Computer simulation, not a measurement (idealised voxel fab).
The name of this process module is voxel capacitor over wiring.
FYI the section here is cut, 200 nm wide, cells are 5 nm squares.
Think of the cross-section as a grid of square cells. We describe it in bands, top to bottom, and each band covers one or more rows of those cells. For a band, the entry starts with two heights in nm, that of the top and then that of the bottom, and carries on with the band's materials in order from left to right, each alongside its width in nm; the word "edge to edge" beside a single material means it fills the band edge to edge, and "blank" means empty space. The reference from which all heights are counted is 0, the level beneath which the as-received wafer is entirely one material; the lowest band, having no lower bound, proceeds downward and is written after the example "0 nm and below". The two numbers in a width such as "30 to 40" mark its ends across the band: the first belongs to the top row of cells, the second to the bottom row, and from each row to the next the width moves by the same amount. When a step is marked "no modification", none of the cells in the cross-section changed during that step. Each empty space that has no open way to the top and spans at least 8 cells appears under "Sealed void inventory" as width x height at distance, the distance counted from the left edge, all in nm. Anything after a step's settings on that line? It's the simulator's own note about the step. overlay nm: mask offset rightward from planned place, masked step; negative means leftward offset.

INTENDED PROCESS STEPS
1: RECEIVE with material Si
2: CONFORMAL_DEP with material SiO2, thk nm 10
3: DIRECTIONAL_DEP with material TiN, thk nm 5
4: DIRECTIONAL_DEP with material W, thk nm 25
5: MASKED_ETCH with tone cover, mask id METAL_1, width nm 25, pitch nm 95, etch materials W, depth nm 25, overlay nm 0
6: MASKED_ETCH with tone cover, mask id METAL_1, width nm 25, pitch nm 95, etch materials TiN, depth nm 5, overlay nm 0
7: FILL_DEP with material SiO2, thk nm 5
8: CMP with height nm 40
9: CONFORMAL_DEP with material SiCN, thk nm 5
10: DIRECTIONAL_DEP with material SiO2, thk nm 20
11: MASKED_ETCH with tone open, mask id PLUG_1, width nm 15, etch materials SiO2, depth nm 20, overlay nm 0
12: MASKED_ETCH with tone open, mask id PLUG_1, width nm 15, etch materials SiCN, depth nm 5, overlay nm 0
13: EPI with material Ru, thk nm 10
14: EPI with material Ru, thk nm 10
15: EPI with material Ru, thk nm 5
16: DIRECTIONAL_DEP with material TiN, thk nm 5
17: DIRECTIONAL_DEP with material HfO2, thk nm 5
18: DIRECTIONAL_DEP with material TiN, thk nm 10
19: PATTERN with tone cover, mask id UPPER_PLATE, material resist, width nm 75, thk nm 20, overlay nm 0
20: DIRECTIONAL_ETCH with etch materials TiN, depth nm 10
21: DIRECTIONAL_ETCH with etch materials HfO2, depth nm 5
22: STRIP with etch materials resist
23: DIRECTIONAL_DEP with material aC, thk nm 10
24: PATTERN with tone cover, mask id LOWER_PLATE, material resist, width nm 85, thk nm 30, overlay nm 0
25: DIRECTIONAL_ETCH with etch materials aC, depth nm 10
26: STRIP with etch materials resist
27: DIRECTIONAL_ETCH with etch materials TiN, depth nm 5
28: STRIP with etch materials aC
29: FILL_DEP with material SiO2, thk nm 20
30: CMP with height nm 100
31: DIRECTIONAL_DEP with material aC, thk nm 10
32: PATTERN with tone open, mask id PLUG_2, material resist, width nm 15, thk nm 30, overlay nm 0
33: DIRECTIONAL_ETCH with etch materials aC, depth nm 10
34: STRIP with etch materials resist
35: DIRECTIONAL_ETCH with etch materials SiO2, depth nm 15
36: STRIP with etch materials aC
37: CONFORMAL_DEP with material TiN, thk nm 5
38: FILL_DEP with material Ru, thk nm 5
39: CMP with height nm 100
40: CONFORMAL_DEP with material SiN, thk nm 5

ON THE FIRST OF THE TWO WAFERS: RUN CONDUCTED ACCORDING TO PLAN

CROSS-SECTION, INCOMING MATERIAL, AFTER STEP 1
	0 nm and below  Si edge to edge
	Sealed void inventory: none

CROSS-SECTIONAL REPRESENTATION OF THE WAFER AT THE CONCLUSION OF STEP 2
	10 nm to 0 nm  SiO2 edge to edge
	Anything lower than 0 is untouched.

CROSS-SECTIONAL REPRESENTATION OF THE WAFER AT THE CONCLUSION OF STEP 3
	15 nm to 10 nm  TiN edge to edge
	Anything lower than 10 is untouched.

CROSS-SECTIONAL REPRESENTATION OF THE WAFER AT THE CONCLUSION OF STEP 4
	40 nm to 15 nm  W edge to edge
	Anything lower than 15 is untouched.

CROSS-SECTIONAL REPRESENTATION OF THE WAFER AT THE CONCLUSION OF STEP 5
	40 nm to 15 nm  blank 40 nm  W 25 nm  blank 70 nm  W 25 nm  blank 40 nm
	Anything lower than 15 is untouched.

CROSS-SECTIONAL REPRESENTATION OF THE WAFER AT THE CONCLUSION OF STEP 6
	40 nm to 15 nm  blank 40 nm  W 25 nm  blank 70 nm  W 25 nm  blank 40 nm
	15 nm to 10 nm  blank 40 nm  TiN 25 nm  blank 70 nm  TiN 25 nm  blank 40 nm
	Anything lower than 10 is untouched.

CROSS-SECTIONAL REPRESENTATION OF THE WAFER AT THE CONCLUSION OF STEP 7
	45 nm to 40 nm  SiO2 edge to edge
	40 nm to 15 nm  SiO2 40 nm  W 25 nm  SiO2 70 nm  W 25 nm  SiO2 40 nm
	15 nm to 10 nm  SiO2 40 nm  TiN 25 nm  SiO2 70 nm  TiN 25 nm  SiO2 40 nm
	Anything lower than 10 is untouched.

CROSS-SECTIONAL REPRESENTATION OF THE WAFER AT THE CONCLUSION OF STEP 8
	40 nm to 15 nm  SiO2 40 nm  W 25 nm  SiO2 70 nm  W 25 nm  SiO2 40 nm
	Anything lower than 15 is untouched.

CROSS-SECTIONAL REPRESENTATION OF THE WAFER AT THE CONCLUSION OF STEP 9
	45 nm to 40 nm  SiCN edge to edge
	Anything lower than 40 is untouched.

CROSS-SECTIONAL REPRESENTATION OF THE WAFER AT THE CONCLUSION OF STEP 10
	65 nm to 45 nm  SiO2 edge to edge
	Anything lower than 45 is untouched.

CROSS-SECTIONAL REPRESENTATION OF THE WAFER AT THE CONCLUSION OF STEP 11
	65 nm to 45 nm  SiO2 50 nm  blank 15 nm  SiO2 135 nm
	Anything lower than 45 is untouched.

CROSS-SECTIONAL REPRESENTATION OF THE WAFER AT THE CONCLUSION OF STEP 12
	65 nm to 45 nm  SiO2 50 nm  blank 15 nm  SiO2 135 nm
	45 nm to 40 nm  SiCN 50 nm  blank 15 nm  SiCN 135 nm
	Anything lower than 40 is untouched.

CROSS-SECTIONAL REPRESENTATION OF THE WAFER AT THE CONCLUSION OF STEP 13
	65 nm to 50 nm  SiO2 50 nm  blank 15 nm  SiO2 135 nm
	50 nm to 45 nm  SiO2 50 nm  Ru 15 nm  SiO2 135 nm
	45 nm to 40 nm  SiCN 50 nm  Ru 15 nm  SiCN 135 nm
	Anything lower than 40 is untouched.

CROSS-SECTIONAL REPRESENTATION OF THE WAFER AT THE CONCLUSION OF STEP 14
	65 nm to 60 nm  SiO2 50 nm  blank 15 nm  SiO2 135 nm
	60 nm to 45 nm  SiO2 50 nm  Ru 15 nm  SiO2 135 nm
	Anything lower than 45 is untouched.

CROSS-SECTIONAL REPRESENTATION OF THE WAFER AT THE CONCLUSION OF STEP 15
	65 nm to 45 nm  SiO2 50 nm  Ru 15 nm  SiO2 135 nm
	Anything lower than 45 is untouched.

CROSS-SECTIONAL REPRESENTATION OF THE WAFER AT THE CONCLUSION OF STEP 16
	70 nm to 65 nm  TiN edge to edge
	Anything lower than 65 is untouched.

CROSS-SECTIONAL REPRESENTATION OF THE WAFER AT THE CONCLUSION OF STEP 17
	75 nm to 70 nm  HfO2 edge to edge
	Anything lower than 70 is untouched.

CROSS-SECTIONAL REPRESENTATION OF THE WAFER AT THE CONCLUSION OF STEP 18
	85 nm to 75 nm  TiN edge to edge
	Anything lower than 75 is untouched.

CROSS-SECTIONAL REPRESENTATION OF THE WAFER AT THE CONCLUSION OF STEP 19
	105 nm to 85 nm  blank 50 nm  resist 75 nm  blank 75 nm
	Anything lower than 85 is untouched.

CROSS-SECTIONAL REPRESENTATION OF THE WAFER AT THE CONCLUSION OF STEP 20
	105 nm to 85 nm  blank 50 nm  resist 75 nm  blank 75 nm
	85 nm to 75 nm  blank 50 nm  TiN 75 nm  blank 75 nm
	Anything lower than 75 is untouched.

CROSS-SECTIONAL REPRESENTATION OF THE WAFER AT THE CONCLUSION OF STEP 21
	105 nm to 85 nm  blank 50 nm  resist 75 nm  blank 75 nm
	85 nm to 75 nm  blank 50 nm  TiN 75 nm  blank 75 nm
	75 nm to 70 nm  blank 50 nm  HfO2 75 nm  blank 75 nm
	Anything lower than 70 is untouched.

CROSS-SECTIONAL REPRESENTATION OF THE WAFER AT THE CONCLUSION OF STEP 22
	85 nm to 75 nm  blank 50 nm  TiN 75 nm  blank 75 nm
	Anything lower than 75 is untouched.

CROSS-SECTIONAL REPRESENTATION OF THE WAFER AT THE CONCLUSION OF STEP 23
	95 nm to 85 nm  blank 50 nm  aC 75 nm  blank 75 nm
	85 nm to 80 nm  blank 50 nm  TiN 75 nm  blank 75 nm
	80 nm to 75 nm  aC 50 nm  TiN 75 nm  aC 75 nm
	75 nm to 70 nm  aC 50 nm  HfO2 75 nm  aC 75 nm
	Anything lower than 70 is untouched.

CROSS-SECTIONAL REPRESENTATION OF THE WAFER AT THE CONCLUSION OF STEP 24
	125 nm to 95 nm  blank 45 nm  resist 85 nm  blank 70 nm
	95 nm to 85 nm  blank 45 nm  resist 5 nm  aC 75 nm  resist 5 nm  blank 70 nm
	85 nm to 80 nm  blank 45 nm  resist 5 nm  TiN 75 nm  resist 5 nm  blank 70 nm
	Anything lower than 80 is untouched.

CROSS-SECTIONAL REPRESENTATION OF THE WAFER AT THE CONCLUSION OF STEP 25
	115 nm to 95 nm  blank 45 nm  resist 85 nm  blank 70 nm
	95 nm to 85 nm  blank 45 nm  resist 5 nm  aC 75 nm  resist 5 nm  blank 70 nm
	85 nm to 80 nm  blank 45 nm  resist 5 nm  TiN 75 nm  resist 5 nm  blank 70 nm
	80 nm to 75 nm  blank 45 nm  aC 5 nm  TiN 75 nm  aC 5 nm  blank 70 nm
	75 nm to 70 nm  blank 45 nm  aC 5 nm  HfO2 75 nm  aC 5 nm  blank 70 nm
	Anything lower than 70 is untouched.

CROSS-SECTIONAL REPRESENTATION OF THE WAFER AT THE CONCLUSION OF STEP 26
	95 nm to 85 nm  blank 50 nm  aC 75 nm  blank 75 nm
	85 nm to 80 nm  blank 50 nm  TiN 75 nm  blank 75 nm
	Anything lower than 80 is untouched.

CROSS-SECTIONAL REPRESENTATION OF THE WAFER AT THE CONCLUSION OF STEP 27
	95 nm to 85 nm  blank 50 nm  aC 75 nm  blank 75 nm
	85 nm to 80 nm  blank 50 nm  TiN 75 nm  blank 75 nm
	80 nm to 75 nm  blank 45 nm  aC 5 nm  TiN 75 nm  aC 5 nm  blank 70 nm
	75 nm to 70 nm  blank 45 nm  aC 5 nm  HfO2 75 nm  aC 5 nm  blank 70 nm
	70 nm to 65 nm  blank 45 nm  TiN 85 nm  blank 70 nm
	Anything lower than 65 is untouched.

CROSS-SECTIONAL REPRESENTATION OF THE WAFER AT THE CONCLUSION OF STEP 28
	85 nm to 75 nm  blank 50 nm  TiN 75 nm  blank 75 nm
	75 nm to 70 nm  blank 50 nm  HfO2 75 nm  blank 75 nm
	Anything lower than 70 is untouched.

CROSS-SECTIONAL REPRESENTATION OF THE WAFER AT THE CONCLUSION OF STEP 29
	105 nm to 85 nm  SiO2 edge to edge
	85 nm to 75 nm  SiO2 50 nm  TiN 75 nm  SiO2 75 nm
	75 nm to 70 nm  SiO2 50 nm  HfO2 75 nm  SiO2 75 nm
	70 nm to 65 nm  SiO2 45 nm  TiN 85 nm  SiO2 70 nm
	Anything lower than 65 is untouched.

CROSS-SECTIONAL REPRESENTATION OF THE WAFER AT THE CONCLUSION OF STEP 30
	100 nm to 85 nm  SiO2 edge to edge
	Anything lower than 85 is untouched.

CROSS-SECTIONAL REPRESENTATION OF THE WAFER AT THE CONCLUSION OF STEP 31
	110 nm to 100 nm  aC edge to edge
	Anything lower than 100 is untouched.

CROSS-SECTIONAL REPRESENTATION OF THE WAFER AT THE CONCLUSION OF STEP 32
	140 nm to 110 nm  resist 60 nm  blank 15 nm  resist 125 nm
	Anything lower than 110 is untouched.

CROSS-SECTIONAL REPRESENTATION OF THE WAFER AT THE CONCLUSION OF STEP 33
	130 nm to 110 nm  resist 60 nm  blank 15 nm  resist 125 nm
	110 nm to 100 nm  aC 60 nm  blank 15 nm  aC 125 nm
	Anything lower than 100 is untouched.

CROSS-SECTIONAL REPRESENTATION OF THE WAFER AT THE CONCLUSION OF STEP 34
	110 nm to 100 nm  aC 60 nm  blank 15 nm  aC 125 nm
	Anything lower than 100 is untouched.

CROSS-SECTIONAL REPRESENTATION OF THE WAFER AT THE CONCLUSION OF STEP 35
	110 nm to 100 nm  aC 60 nm  blank 15 nm  aC 125 nm
	100 nm to 85 nm  SiO2 60 nm  blank 15 nm  SiO2 125 nm
	Anything lower than 85 is untouched.

CROSS-SECTIONAL REPRESENTATION OF THE WAFER AT THE CONCLUSION OF STEP 36
	100 nm to 85 nm  SiO2 60 nm  blank 15 nm  SiO2 125 nm
	Anything lower than 85 is untouched.

CROSS-SECTIONAL REPRESENTATION OF THE WAFER AT THE CONCLUSION OF STEP 37
	105 nm to 100 nm  TiN 65 nm  blank 5 nm  TiN 130 nm
	100 nm to 90 nm  SiO2 60 nm  TiN 5 nm  blank 5 nm  TiN 5 nm  SiO2 125 nm
	90 nm to 85 nm  SiO2 60 nm  TiN 15 nm  SiO2 125 nm
	Anything lower than 85 is untouched.

CROSS-SECTIONAL REPRESENTATION OF THE WAFER AT THE CONCLUSION OF STEP 38
	110 nm to 105 nm  Ru edge to edge
	105 nm to 100 nm  TiN 65 nm  Ru 5 nm  TiN 130 nm
	100 nm to 90 nm  SiO2 60 nm  TiN 5 nm  Ru 5 nm  TiN 5 nm  SiO2 125 nm
	Anything lower than 90 is untouched.

CROSS-SECTIONAL REPRESENTATION OF THE WAFER AT THE CONCLUSION OF STEP 39
	100 nm to 90 nm  SiO2 60 nm  TiN 5 nm  Ru 5 nm  TiN 5 nm  SiO2 125 nm
	Anything lower than 90 is untouched.

CROSS-SECTIONAL REPRESENTATION OF THE WAFER AT THE CONCLUSION OF STEP 40
	105 nm to 100 nm  SiN edge to edge
	Anything lower than 100 is untouched.

SECOND WAFER, SAME STARTING STATE AND PLAN AS THE FIRST, ONE MISTAKE IN THE RUN, IDENTICAL THROUGH STEP 10

SECOND WAFER, CROSS-SECTION, PLANNED END OF STEP 11
	65 nm to 50 nm  SiO2 50 nm  blank 15 nm  SiO2 135 nm
	Anything lower than 50 is untouched.

Second wafer, cross-section, planned end of step 12: no modification

Second wafer, cross-section, planned end of step 13: no modification

Second wafer, cross-section, planned end of step 14: no modification

Second wafer, cross-section, planned end of step 15: no modification

SECOND WAFER, CROSS-SECTION, PLANNED END OF STEP 16
	70 nm to 65 nm  TiN 50 nm  blank 15 nm  TiN 135 nm
	65 nm to 55 nm  SiO2 50 nm  blank 15 nm  SiO2 135 nm
	55 nm to 50 nm  SiO2 50 nm  TiN 15 nm  SiO2 135 nm
	Anything lower than 50 is untouched.

SECOND WAFER, CROSS-SECTION, PLANNED END OF STEP 17
	75 nm to 70 nm  HfO2 50 nm  blank 15 nm  HfO2 135 nm
	70 nm to 65 nm  TiN 50 nm  blank 15 nm  TiN 135 nm
	65 nm to 60 nm  SiO2 50 nm  blank 15 nm  SiO2 135 nm
	60 nm to 55 nm  SiO2 50 nm  HfO2 15 nm  SiO2 135 nm
	Anything lower than 55 is untouched.

SECOND WAFER, CROSS-SECTION, PLANNED END OF STEP 18
	85 nm to 75 nm  TiN 50 nm  blank 15 nm  TiN 135 nm
	75 nm to 70 nm  HfO2 50 nm  blank 15 nm  HfO2 135 nm
	70 nm to 65 nm  TiN edge to edge
	65 nm to 60 nm  SiO2 50 nm  TiN 15 nm  SiO2 135 nm
	Anything lower than 60 is untouched.

SECOND WAFER, CROSS-SECTION, PLANNED END OF STEP 19
	105 nm to 85 nm  blank 50 nm  resist 75 nm  blank 75 nm
	85 nm to 75 nm  TiN 50 nm  resist 15 nm  TiN 135 nm
	75 nm to 70 nm  HfO2 50 nm  resist 15 nm  HfO2 135 nm
	Anything lower than 70 is untouched.

SECOND WAFER, CROSS-SECTION, PLANNED END OF STEP 20
	105 nm to 85 nm  blank 50 nm  resist 75 nm  blank 75 nm
	85 nm to 75 nm  blank 50 nm  resist 15 nm  TiN 60 nm  blank 75 nm
	Anything lower than 75 is untouched.

SECOND WAFER, CROSS-SECTION, PLANNED END OF STEP 21
	105 nm to 85 nm  blank 50 nm  resist 75 nm  blank 75 nm
	85 nm to 75 nm  blank 50 nm  resist 15 nm  TiN 60 nm  blank 75 nm
	75 nm to 70 nm  blank 50 nm  resist 15 nm  HfO2 60 nm  blank 75 nm
	Anything lower than 70 is untouched.

SECOND WAFER, CROSS-SECTION, PLANNED END OF STEP 22
	85 nm to 75 nm  blank 65 nm  TiN 60 nm  blank 75 nm
	75 nm to 70 nm  blank 65 nm  HfO2 60 nm  blank 75 nm
	Anything lower than 70 is untouched.

SECOND WAFER, CROSS-SECTION, PLANNED END OF STEP 23
	95 nm to 85 nm  blank 65 nm  aC 60 nm  blank 75 nm
	85 nm to 80 nm  blank 65 nm  TiN 60 nm  blank 75 nm
	80 nm to 75 nm  aC 65 nm  TiN 60 nm  aC 75 nm
	75 nm to 70 nm  aC 65 nm  HfO2 60 nm  aC 75 nm
	Anything lower than 70 is untouched.

SECOND WAFER, CROSS-SECTION, PLANNED END OF STEP 24
	125 nm to 95 nm  blank 45 nm  resist 85 nm  blank 70 nm
	95 nm to 85 nm  blank 45 nm  resist 20 nm  aC 60 nm  resist 5 nm  blank 70 nm
	85 nm to 80 nm  blank 45 nm  resist 20 nm  TiN 60 nm  resist 5 nm  blank 70 nm
	Anything lower than 80 is untouched.

SECOND WAFER, CROSS-SECTION, PLANNED END OF STEP 25
	115 nm to 95 nm  blank 45 nm  resist 85 nm  blank 70 nm
	95 nm to 85 nm  blank 45 nm  resist 20 nm  aC 60 nm  resist 5 nm  blank 70 nm
	85 nm to 80 nm  blank 45 nm  resist 20 nm  TiN 60 nm  resist 5 nm  blank 70 nm
	80 nm to 75 nm  blank 45 nm  aC 20 nm  TiN 60 nm  aC 5 nm  blank 70 nm
	75 nm to 70 nm  blank 45 nm  aC 20 nm  HfO2 60 nm  aC 5 nm  blank 70 nm
	Anything lower than 70 is untouched.

SECOND WAFER, CROSS-SECTION, PLANNED END OF STEP 26
	95 nm to 85 nm  blank 65 nm  aC 60 nm  blank 75 nm
	85 nm to 80 nm  blank 65 nm  TiN 60 nm  blank 75 nm
	Anything lower than 80 is untouched.

SECOND WAFER, CROSS-SECTION, PLANNED END OF STEP 27
	95 nm to 85 nm  blank 65 nm  aC 60 nm  blank 75 nm
	85 nm to 80 nm  blank 65 nm  TiN 60 nm  blank 75 nm
	80 nm to 75 nm  blank 45 nm  aC 20 nm  TiN 60 nm  aC 5 nm  blank 70 nm
	75 nm to 70 nm  blank 45 nm  aC 20 nm  HfO2 60 nm  aC 5 nm  blank 70 nm
	70 nm to 65 nm  blank 45 nm  TiN 85 nm  blank 70 nm
	Anything lower than 65 is untouched.

SECOND WAFER, CROSS-SECTION, PLANNED END OF STEP 28
	85 nm to 75 nm  blank 65 nm  TiN 60 nm  blank 75 nm
	75 nm to 70 nm  blank 65 nm  HfO2 60 nm  blank 75 nm
	Anything lower than 70 is untouched.

SECOND WAFER, CROSS-SECTION, PLANNED END OF STEP 29
	105 nm to 85 nm  SiO2 edge to edge
	85 nm to 75 nm  SiO2 65 nm  TiN 60 nm  SiO2 75 nm
	75 nm to 70 nm  SiO2 65 nm  HfO2 60 nm  SiO2 75 nm
	70 nm to 60 nm  SiO2 45 to 50 nm  TiN 85 to 15 nm  SiO2 70 to 135 nm
	Anything lower than 60 is untouched.

SECOND WAFER, CROSS-SECTION, PLANNED END OF STEP 30
	100 nm to 85 nm  SiO2 edge to edge
	Anything lower than 85 is untouched.

SECOND WAFER, CROSS-SECTION, PLANNED END OF STEP 31
	110 nm to 100 nm  aC edge to edge
	Anything lower than 100 is untouched.

SECOND WAFER, CROSS-SECTION, PLANNED END OF STEP 32
	140 nm to 110 nm  resist 60 nm  blank 15 nm  resist 125 nm
	Anything lower than 110 is untouched.

SECOND WAFER, CROSS-SECTION, PLANNED END OF STEP 33
	130 nm to 110 nm  resist 60 nm  blank 15 nm  resist 125 nm
	110 nm to 100 nm  aC 60 nm  blank 15 nm  aC 125 nm
	Anything lower than 100 is untouched.

SECOND WAFER, CROSS-SECTION, PLANNED END OF STEP 34
	110 nm to 100 nm  aC 60 nm  blank 15 nm  aC 125 nm
	Anything lower than 100 is untouched.

SECOND WAFER, CROSS-SECTION, PLANNED END OF STEP 35
	110 nm to 100 nm  aC 60 nm  blank 15 nm  aC 125 nm
	100 nm to 85 nm  SiO2 60 nm  blank 15 nm  SiO2 125 nm
	Anything lower than 85 is untouched.

SECOND WAFER, CROSS-SECTION, PLANNED END OF STEP 36
	100 nm to 85 nm  SiO2 60 nm  blank 15 nm  SiO2 125 nm
	Anything lower than 85 is untouched.

SECOND WAFER, CROSS-SECTION, PLANNED END OF STEP 37
	105 nm to 100 nm  TiN 65 nm  blank 5 nm  TiN 130 nm
	100 nm to 90 nm  SiO2 60 nm  TiN 5 nm  blank 5 nm  TiN 5 nm  SiO2 125 nm
	90 nm to 85 nm  SiO2 60 nm  TiN 15 nm  SiO2 125 nm
	Anything lower than 85 is untouched.

SECOND WAFER, CROSS-SECTION, PLANNED END OF STEP 38
	110 nm to 105 nm  Ru edge to edge
	105 nm to 100 nm  TiN 65 nm  Ru 5 nm  TiN 130 nm
	100 nm to 90 nm  SiO2 60 nm  TiN 5 nm  Ru 5 nm  TiN 5 nm  SiO2 125 nm
	Anything lower than 90 is untouched.

SECOND WAFER, CROSS-SECTION, PLANNED END OF STEP 39
	100 nm to 90 nm  SiO2 60 nm  TiN 5 nm  Ru 5 nm  TiN 5 nm  SiO2 125 nm
	Anything lower than 90 is untouched.

SECOND WAFER, CROSS-SECTION, PLANNED END OF STEP 40
	105 nm to 100 nm  SiN edge to edge
	Anything lower than 100 is untouched.
Error vs. plan: step 11 changed vs plan, executed as MASKED_ETCH with tone open, mask id PLUG_1, width nm 15, etch materials SiO2, depth nm 15, overlay nm 0
Final wafer comparison in cells, second versus first, more or fewer per material: -15 Ru, +3 SiCN, +12 SiO2
